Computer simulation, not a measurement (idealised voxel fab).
voxel air gaps: a process module
We display cut, a cross-section 265 nm in width whose square cells are each 5 nm.
Think of the cross-section as a grid of square cells. We describe it in bands, top to bottom, and each band covers one or more rows of those cells. Band: top height; bottom height; in nm. Then, left to right: material with width in nm, for each material. "edge to edge": a single material spanning edge to edge. "air": empty space. The level at which height equals 0 is the one under which the wafer, as it arrives, is entirely one material. No lower edge exists for the bottom band, which continues downward and is notated as in "0 nm and below". When a width is written as two numbers, as in "30 to 40", the first number is the width in the top row of cells of the band and the second is the width in its bottom row, and the width changes by the same amount from each row to the next. Key: "changes: none" - step with no changed cell in the cross-section. "Closed voids list" means: voids of 8 cells or more that are shut off from the top with no open way through. Written width x height at distance, distance from the left edge, in nm. On a step's line, text after the settings is the simulator commenting on that step. Each step line may optionally specify "overlay nm", which for a step with a mask gives the rightward distance between the mask's planned place and where it lay, a negative value indicating the leftward direction.

**Planned process steps**
- 1: RECEIVE, material Si
- 2: CONFORMAL_DEP, material SiO2, thk nm 15
- 3: CONFORMAL_DEP, material SiN, thk nm 5
- 4: DIRECTIONAL_DEP, material SiO2, thk nm 40
- 5: DIRECTIONAL_DEP, material aC, thk nm 15
- 6: PATTERN, tone open, mask id LINES, material resist, width nm 15, pitch nm 40, thk nm 35, overlay nm 0
- 7: DIRECTIONAL_ETCH, etch materials aC, depth nm 15
- 8: STRIP, etch materials resist
- 9: DIRECTIONAL_ETCH, etch materials SiO2, depth nm 40
- 10: STRIP, etch materials aC
- 11: CONFORMAL_DEP, material TiN, thk nm 5
- 12: FILL_DEP, material W, thk nm 10
- 13: CMP, height nm 60
- 14: EPI, material Ru, thk nm 10
- 15: SELECTIVE_ETCH, etch materials SiO2, depth nm 50
- 16: CONFORMAL_DEP, material SiN, thk nm 5

**as received, after step 1**
* 0 nm and below: Si edge to edge
* Closed voids list: none

**Cross-sectional result after module completion. Note: starting condition and plan are unchanged from above; one processing mistake was made**
* 75 nm to 70 nm: air 70 / SiN 125 / air 70
* 70 nm to 60 nm: air 70 / SiN 5 / Ru 35 / SiN 5 / Ru 35 / SiN 5 / Ru 35 / SiN 5 / air 70
* 60 nm to 55 nm: air 70 / SiN 15 / TiN 5 / W 5 / TiN 5 / SiN 25 / TiN 5 / W 5 / TiN 5 / SiN 25 / TiN 5 / W 5 / TiN 5 / SiN 15 / air 70
* 55 nm to 25 nm: air 80 / SiN 5 / TiN 5 / W 5 / TiN 5 / SiN 5 / air 15 / SiN 5 / TiN 5 / W 5 / TiN 5 / SiN 5 / air 15 / SiN 5 / TiN 5 / W 5 / TiN 5 / SiN 5 / air 80
* 25 nm to 20 nm: SiN 85 / TiN 15 / SiN 25 / TiN 15 / SiN 25 / TiN 15 / SiN 85
* 20 nm to 0 nm: SiN edge to edge
* 0 nm and below: Si edge to edge
* Closed voids list: 15 x 30 at 105; 15 x 30 at 145
Which mistake was made when the wafer was run? step 2 was not run as planned; what actually ran was CONFORMAL_DEP, material SiN, thk nm 15
